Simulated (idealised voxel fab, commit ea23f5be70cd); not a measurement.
process module | voxel ribs on slabs
cross-section cut | 265 nm wide | cells 5 nm
A cross-section is a grid of square cells, given in bands from the top down. A band is one or more rows of cells.
Each band's line starts with the height of the band's top and of its bottom, in nm. Then come its materials from left to right, each with its width in nm. One material with "throughout" fills the band from edge to edge. "air" is empty space.
Height 0 is the level under which the wafer as received is all one material. The lowest band goes on downwards, as in "0 down".
A width such as "30 to 40" changes by the same amount from each row of cells to the next, from the band's top row to its bottom row.
"no change" after a step means that no cell of the cross-section changed.
closed voids: empty space of 8 cells or more with no open way to the top, each as width x height at its distance from the left edge, in nm
after a step's settings: what the simulator itself notes on the step
overlay nm, on a step with a mask: how far to the right of its planned place the mask lay; to the left if negative
plan
1 op RECEIVE | material Si
2 op DIRECTIONAL_DEP | material SiO2 | thk nm 30
3 op DIRECTIONAL_DEP | material polySi | thk nm 20
4 op PATTERN | tone cover | mask id RIB | material resist | width nm 30 | thk nm 15 | overlay nm 0
5 op DIRECTIONAL_ETCH | etch materials polySi | depth nm 5
6 op STRIP | etch materials resist
7 op MASKED_ETCH | tone cover | mask id SLAB | width nm 60 | etch materials polySi | depth nm 15 | overlay nm 0
8 op FILL_DEP | material SiO2 | thk nm 20
9 op CMP | height nm 60
10 op DIRECTIONAL_DEP | material TiN | thk nm 10
11 op PATTERN | tone cover | mask id HEATER | material resist | width nm 40 | thk nm 15 | overlay nm 0
12 op DIRECTIONAL_ETCH | etch materials TiN | depth nm 10
13 op STRIP | etch materials resist
14 op CONFORMAL_DEP | material SiN | thk nm 10
first wafer, as planned
as received, after step 1
  0 down: Si throughout
  closed voids: none
after step 2
  30 to 0: SiO2 throughout
  below 0: unchanged
after step 3
  50 to 30: polySi throughout
  below 30: unchanged
after step 4
  65 to 50: air 115 | resist 30 | air 120
  below 50: unchanged
after step 5
  65 to 50: air 115 | resist 30 | air 120
  50 to 45: air 115 | polySi 30 | air 120
  below 45: unchanged
after step 6
  50 to 45: air 115 | polySi 30 | air 120
  below 45: unchanged
after step 7
  50 to 45: air 115 | polySi 30 | air 120
  45 to 30: air 100 | polySi 60 | air 105
  below 30: unchanged
after step 8
  70 to 50: SiO2 throughout
  50 to 45: SiO2 115 | polySi 30 | SiO2 120
  45 to 30: SiO2 100 | polySi 60 | SiO2 105
  below 30: unchanged
after step 9
  60 to 50: SiO2 throughout
  below 50: unchanged
after step 10
  70 to 60: TiN throughout
  below 60: unchanged
after step 11
  85 to 70: air 110 | resist 40 | air 115
  below 70: unchanged
after step 12
  85 to 70: air 110 | resist 40 | air 115
  70 to 60: air 110 | TiN 40 | air 115
  below 60: unchanged
after step 13
  70 to 60: air 110 | TiN 40 | air 115
  below 60: unchanged
after step 14
  80 to 70: air 100 | SiN 60 | air 105
  70 to 60: SiN 110 | TiN 40 | SiN 115
  below 60: unchanged
second wafer: like start, like plan, one mistake. Through step 13 it matches the first wafer
when step 14 should have ended: no change
what went wrong: step 14 was left out
at the end the second wafer has, in cells: 114 fewer of SiN
